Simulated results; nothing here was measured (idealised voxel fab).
process module | voxel tone inversion
cross-section cut | 290 nm wide | cells 5 nm
A cross-section is a grid of square cells, given in bands from the top down. A band is one or more rows of cells.
Each band's line starts with the height of the band's top and of its bottom, in nm. Then come its materials from left to right, each with its width in nm. One material with "throughout" fills the band from edge to edge. "air" is empty space.
Height 0 is the level under which the wafer as received is all one material. The lowest band goes on downwards, as in "0 down".
A width such as "30 to 40" changes by the same amount from each row of cells to the next, from the band's top row to its bottom row.
"no change" after a step means that no cell of the cross-section changed.
closed voids: empty space of 8 cells or more with no open way to the top, each as width x height at its distance from the left edge, in nm
after a step's settings: what the simulator itself notes on the step
overlay nm, on a step with a mask: how far to the right of its planned place the mask lay; to the left if negative
plan
1 op RECEIVE | material Si
2 op CONFORMAL_DEP | material SiCN | thk nm 5
3 op DIRECTIONAL_DEP | material aC | thk nm 15
4 op PATTERN | tone cover | mask id POSTS | material resist | width nm 15 | pitch nm 45 | thk nm 20 | overlay nm 0
5 op DIRECTIONAL_ETCH | etch materials aC | depth nm 15
6 op STRIP | etch materials resist
7 op FILL_DEP | material SiO2 | thk nm 10
8 op CMP | height nm 20
9 op STRIP | etch materials aC
as received, after step 1
  0 down: Si throughout
  closed voids: none
first wafer at the end, as planned
  20 to 5: SiO2 115 | air 15 | SiO2 30 | air 15 | SiO2 115
  5 to 0: SiCN throughout
  0 down: Si throughout
  closed voids: none
second wafer at the end: like start, like plan, one mistake
  20 to 5: SiO2 115 | air 20 | SiO2 25 | air 20 | SiO2 110
  5 to 0: SiCN throughout
  0 down: Si throughout
  closed voids: none
what went wrong: step 4 ran as: op PATTERN | tone cover | mask id POSTS | material resist | width nm 20 | pitch nm 45 | thk nm 20 | overlay nm 0
at the end the second wafer has, in cells: 6 fewer of SiO2
